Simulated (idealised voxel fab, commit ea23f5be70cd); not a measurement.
process module | voxel transistor to metal
Cross-section cut spans 285 nm and uses square cells 5 nm in size.
Each cross-section below is a grid of square cells, stated as bands in top-down order, with one or more rows of cells making up each band.
The entry gives the band's vertical extent as a top height and a bottom height in nm, then its horizontal make-up as materials from left to right, each with a width in nm. "air" stands for empty space; a single material marked "all across" fills the band edge to edge.
Measure heights from 0. That's the level where, below it, the as-received wafer is all one material. The lowest band is bottomless and extends downward; write it as in "from 0 down".
Top row gets the first number, bottom row gets the second, and each row in between changes by the same step: that is how a band width like "30->40" works.
"same as before" (step): cross-section cells unchanged, all of them.
Reported under the label "Sealed void list" are the empty spaces having no open way to the top and comprising 8 cells or more; the notation for each is width x height at distance, in which the distance is measured from the left edge and all three values are in nm.
On a step's line, text after the settings is the simulator commenting on that step.
If you see "overlay nm" on a step's line and that step has a mask, it's telling you how far right of where it was planned the mask ended up; a negative number means it went left instead.
The process steps that were planned are listed below
1 RECEIVE, material Si
2 OXIDIZE, depth nm 5
3 CONFORMAL_DEP, material SiN, thk nm 10
4 DIRECTIONAL_DEP, material aC, thk nm 15
5 PATTERN, tone cover, mask id ACTIVE, material resist, width nm 105, pitch nm 130, thk nm 30, overlay nm 0
6 DIRECTIONAL_ETCH, etch materials aC, depth nm 15
7 STRIP, etch materials resist
8 DIRECTIONAL_ETCH, etch materials SiN, depth nm 10
9 DIRECTIONAL_ETCH, etch materials SiO2, depth nm 5
10 DIRECTIONAL_ETCH, etch materials Si, depth nm 20
11 STRIP, etch materials aC
12 FILL_DEP, material SiO2, thk nm 5
13 CMP, height nm 10
14 SELECTIVE_ETCH, etch materials SiO2, depth nm 10
15 STRIP, etch materials SiN
16 SELECTIVE_ETCH, etch materials SiO2, depth nm 5
17 OXIDIZE, depth nm 5
18 DIRECTIONAL_DEP, material polySi, thk nm 20
19 DIRECTIONAL_DEP, material SiCN, thk nm 10
20 PATTERN, tone cover, mask id GATE, material resist, width nm 35, pitch nm 130, thk nm 15, overlay nm 0
21 DIRECTIONAL_ETCH, etch materials SiCN, depth nm 20
22 DIRECTIONAL_ETCH, etch materials polySi, depth nm 30
23 STRIP, etch materials resist
24 CONFORMAL_DEP, material SiN, thk nm 10
25 DIRECTIONAL_ETCH, etch materials SiN, depth nm 10
26 DIRECTIONAL_ETCH, etch materials SiO2, depth nm 5
27 DIRECTIONAL_ETCH, etch materials Si, depth nm 10
28 EPI, material pSi, thk nm 15
29 FILL_DEP, material SiO2, thk nm 5
30 CMP, height nm 15
31 STRIP, etch materials polySi
32 SELECTIVE_ETCH, etch materials SiO2, depth nm 5
33 CONFORMAL_DEP, material HfO2, thk nm 5
34 CONFORMAL_DEP, material TiN, thk nm 5
35 FILL_DEP, material W, thk nm 10
36 CMP, height nm 10
37 DIRECTIONAL_DEP, material SiO2, thk nm 10
38 MASKED_ETCH, tone open, mask id CONTACT, width nm 15, etch materials SiO2, depth nm 25, overlay nm 0
39 CONFORMAL_DEP, material TiN, thk nm 5
40 FILL_DEP, material W, thk nm 10
41 CMP, height nm 20
42 DIRECTIONAL_DEP, material TiN, thk nm 5
43 DIRECTIONAL_DEP, material W, thk nm 25
44 PATTERN, tone cover, mask id METAL_1, material resist, width nm 15, thk nm 15, overlay nm 0
45 DIRECTIONAL_ETCH, etch materials W, depth nm 25
46 DIRECTIONAL_ETCH, etch materials TiN, depth nm 5
47 STRIP, etch materials resist
48 CONFORMAL_DEP, material SiN, thk nm 5
49 FILL_DEP, material lowk, thk nm 5
50 CMP, height nm 50
51 CONFORMAL_DEP, material SiCN, thk nm 5
52 DIRECTIONAL_DEP, material lowk, thk nm 25
53 DIRECTIONAL_DEP, material aC, thk nm 10
54 PATTERN, tone open, mask id METAL_2, material resist, width nm 15, pitch nm 130, thk nm 25, overlay nm 0
55 DIRECTIONAL_ETCH, etch materials aC, depth nm 10
56 STRIP, etch materials resist
57 DIRECTIONAL_ETCH, etch materials lowk, depth nm 15
58 STRIP, etch materials aC
59 DIRECTIONAL_DEP, material aC, thk nm 15
60 PATTERN, tone open, mask id METAL_2_HOLES, material resist, width nm 15, pitch nm 130, thk nm 35, overlay nm 0
61 DIRECTIONAL_ETCH, etch materials aC, depth nm 15
62 STRIP, etch materials resist
63 DIRECTIONAL_ETCH, etch materials lowk, depth nm 10
64 DIRECTIONAL_ETCH, etch materials SiCN, depth nm 5
65 STRIP, etch materials aC
66 CONFORMAL_DEP, material TiN, thk nm 5
67 FILL_DEP, material Cu, thk nm 10
68 CMP, height nm 80
69 CONFORMAL_DEP, material SiCN, thk nm 5
So this is the incoming wafer in cross-section - it's already been through step 1
  from 0 down: Si all across
  Sealed void list: none
End-of-module XS, first of two wafers, run as planned
  from 85 to 80: SiCN all across
  from 80 to 55: lowk (30)  TiN (5)  Cu (5)  TiN (5)  lowk (115)  TiN (5)  Cu (5)  TiN (5)  lowk (110)
  from 55 to 50: SiCN (30)  TiN (15)  SiCN (115)  TiN (15)  SiCN (110)
  from 50 to 25: lowk (25)  SiN (5)  W (15)  SiN (5)  lowk (55)  SiN (5)  W (15)  SiN (5)  lowk (25)  SiN (5)  W (15)  SiN (5)  lowk (55)  SiN (5)  W (15)  SiN (5)  lowk (25)
  from 25 to 20: SiN (30)  TiN (15)  SiN (65)  TiN (15)  SiN (35)  TiN (15)  SiN (65)  TiN (15)  SiN (30)
  from 20 to 10: SiO2 (30)  TiN (5)  W (5)  TiN (5)  SiO2 (65)  TiN (5)  W (5)  TiN (5)  SiO2 (35)  TiN (5)  W (5)  TiN (5)  SiO2 (65)  TiN (5)  W (5)  TiN (5)  SiO2 (30)
  from 10 to 5: SiO2 (30)  TiN (15)  SiO2 (5)  SiN (10)  HfO2 (5)  TiN (5)  W (15)  TiN (5)  HfO2 (5)  SiN (10)  SiO2 (5)  TiN (15)  SiO2 (35)  TiN (15)  SiO2 (5)  SiN (10)  HfO2 (5)  TiN (5)  W (15)  TiN (5)  HfO2 (5)  SiN (10)  SiO2 (5)  TiN (15)  SiO2 (30)
  from 5 to 0: SiO2 (30)  TiN (5)  pSi (15)  SiN (10)  HfO2 (5)  TiN (5)  W (15)  TiN (5)  HfO2 (5)  SiN (10)  pSi (15)  TiN (5)  SiO2 (35)  TiN (5)  pSi (15)  SiN (10)  HfO2 (5)  TiN (5)  W (15)  TiN (5)  HfO2 (5)  SiN (10)  pSi (15)  TiN (5)  SiO2 (30)
  from 0 to -5: SiO2 (30)  TiN (5)  pSi (15)  SiN (10)  HfO2 (5)  TiN (25)  HfO2 (5)  SiN (10)  pSi (15)  TiN (5)  SiO2 (35)  TiN (5)  pSi (15)  SiN (10)  HfO2 (5)  TiN (25)  HfO2 (5)  SiN (10)  pSi (15)  TiN (5)  SiO2 (30)
  from -5 to -10: SiO2 (20)  pSi (30)  SiO2 (5)  HfO2 (45)  SiO2 (5)  pSi (30)  SiO2 (15)  pSi (30)  SiO2 (5)  HfO2 (45)  SiO2 (5)  pSi (30)  SiO2 (20)
  from -10 to -20: SiO2 (25)  pSi (25)  Si (55)  pSi (25)  SiO2 (25)  pSi (25)  Si (55)  pSi (25)  SiO2 (25)
  from -20 to -25: SiO2 (25)  Si (105)  SiO2 (25)  Si (105)  SiO2 (25)
  from -25 down: Si all across
  Sealed void list: none
Here is the second of the two wafers cut open at the end of the module - same start, same plan as the first one, but we made one mistake running it
  from 85 to 80: SiCN all across
  from 80 to 55: lowk (30)  TiN (5)  Cu (5)  TiN (5)  lowk (115)  TiN (5)  Cu (5)  TiN (5)  lowk (110)
  from 55 to 50: SiCN (30)  TiN (15)  SiCN (115)  TiN (15)  SiCN (110)
  from 50 to 25: lowk (25)  SiN (5)  W (15)  SiN (5)  lowk (55)  SiN (5)  W (15)  SiN (5)  lowk (25)  SiN (5)  W (15)  SiN (5)  lowk (55)  SiN (5)  W (15)  SiN (5)  lowk (25)
  from 25 to 20: SiN (30)  TiN (15)  SiN (65)  TiN (15)  SiN (35)  TiN (15)  SiN (65)  TiN (15)  SiN (30)
  from 20 to 10: SiO2 (30)  TiN (5)  W (5)  TiN (5)  SiO2 (65)  TiN (5)  W (5)  TiN (5)  SiO2 (35)  TiN (5)  W (5)  TiN (5)  SiO2 (65)  TiN (5)  W (5)  TiN (5)  SiO2 (30)
  from 10 to 5: SiO2 (30)  TiN (15)  SiO2 (5)  SiN (10)  TiN (5)  W (25)  TiN (5)  SiN (10)  SiO2 (5)  TiN (15)  SiO2 (35)  TiN (15)  SiO2 (5)  SiN (10)  TiN (5)  W (25)  TiN (5)  SiN (10)  SiO2 (5)  TiN (15)  SiO2 (30)
  from 5 to -5: SiO2 (30)  TiN (5)  pSi (15)  SiN (10)  TiN (5)  W (25)  TiN (5)  SiN (10)  pSi (15)  TiN (5)  SiO2 (35)  TiN (5)  pSi (15)  SiN (10)  TiN (5)  W (25)  TiN (5)  SiN (10)  pSi (15)  TiN (5)  SiO2 (30)
  from -5 to -10: SiO2 (20)  pSi (30)  SiO2 (5)  TiN (45)  SiO2 (5)  pSi (30)  SiO2 (15)  pSi (30)  SiO2 (5)  TiN (45)  SiO2 (5)  pSi (30)  SiO2 (20)
  from -10 to -20: SiO2 (25)  pSi (25)  Si (55)  pSi (25)  SiO2 (25)  pSi (25)  Si (55)  pSi (25)  SiO2 (25)
  from -20 to -25: SiO2 (25)  Si (105)  SiO2 (25)  Si (105)  SiO2 (25)
  from -25 down: Si all across
  Sealed void list: none
Here's what went sideways: the plan's step 33 was left out and never carried out
Cell-count delta at end, second wafer over first, by material: HfO2: 30 fewer | TiN: 12 more | W: 18 more
